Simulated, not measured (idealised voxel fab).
process module | voxel self aligned contacts
cross-section cut | 155 nm wide | cells 5 nm
A cross-section is a grid of square cells, given in bands from the top down. A band is one or more rows of cells.
Each band's line starts with the height of the band's top and of its bottom, in nm. Then come its materials from left to right, each with its width in nm. One material with "throughout" fills the band from edge to edge. "air" is empty space.
Height 0 is the level under which the wafer as received is all one material. The lowest band goes on downwards, as in "0 down".
A width such as "30 to 40" changes by the same amount from each row of cells to the next, from the band's top row to its bottom row.
"no change" after a step means that no cell of the cross-section changed.
closed voids: empty space of 8 cells or more with no open way to the top, each as width x height at its distance from the left edge, in nm
after a step's settings: what the simulator itself notes on the step
overlay nm, on a step with a mask: how far to the right of its planned place the mask lay; to the left if negative
plan
1 op RECEIVE | material Si
2 op OXIDIZE | depth nm 5
3 op DIRECTIONAL_DEP | material polySi | thk nm 20
4 op DIRECTIONAL_DEP | material SiN | thk nm 25
5 op MASKED_ETCH | tone cover | mask id GATE | width nm 35 | pitch nm 75 | etch materials SiN | depth nm 15 | overlay nm 0
6 op MASKED_ETCH | tone cover | mask id GATE | width nm 35 | pitch nm 75 | etch materials polySi | depth nm 20 | overlay nm 0
7 op CONFORMAL_DEP | material SiN | thk nm 10
8 op DIRECTIONAL_ETCH | etch materials SiN | depth nm 10
9 op FILL_DEP | material SiO2 | thk nm 15
10 op CMP | height nm 50
11 op DIRECTIONAL_DEP | material aC | thk nm 10
12 op PATTERN | tone open | mask id CONTACT | material resist | width nm 60 | thk nm 25 | overlay nm 0
13 op DIRECTIONAL_ETCH | etch materials aC | depth nm 10
14 op STRIP | etch materials resist
15 op DIRECTIONAL_ETCH | etch materials SiO2 | depth nm 55
16 op STRIP | etch materials aC
17 op CONFORMAL_DEP | material TiN | thk nm 5
18 op FILL_DEP | material W | thk nm 5
19 op CMP | height nm 50
20 op CONFORMAL_DEP | material SiCN | thk nm 5
varied across the wafers: depth nm of step 5. The plan shows the first wafer's value. All wafers start alike
first wafer as received, after step 1
  0 down: Si throughout
  closed voids: none
each wafer at the end: cells of each material gained (+) or lost (-) since it was received, then its closed voids
depth nm 15 | -31 Si | +31 SiCN | +128 SiN | +65 SiO2 | +18 TiN | +6 W | +124 polySi | closed voids: none
depth nm 20 | -31 Si | +31 SiCN | +119 SiN | +70 SiO2 | +20 TiN | +8 W | +124 polySi | closed voids: none
depth nm 25 | -31 Si | +31 SiCN | +142 SiN | +91 SiO2 | +32 TiN | +20 W | +56 polySi | closed voids: none
depth nm 30 | -31 Si | +31 SiCN | +142 SiN | +91 SiO2 | +32 TiN | +20 W | +56 polySi | closed voids: none
depth nm 35 | -31 Si | +31 SiCN | +142 SiN | +91 SiO2 | +32 TiN | +20 W | +56 polySi | closed voids: none
depth nm 40 | -31 Si | +31 SiCN | +142 SiN | +91 SiO2 | +32 TiN | +20 W | +56 polySi | closed voids: none
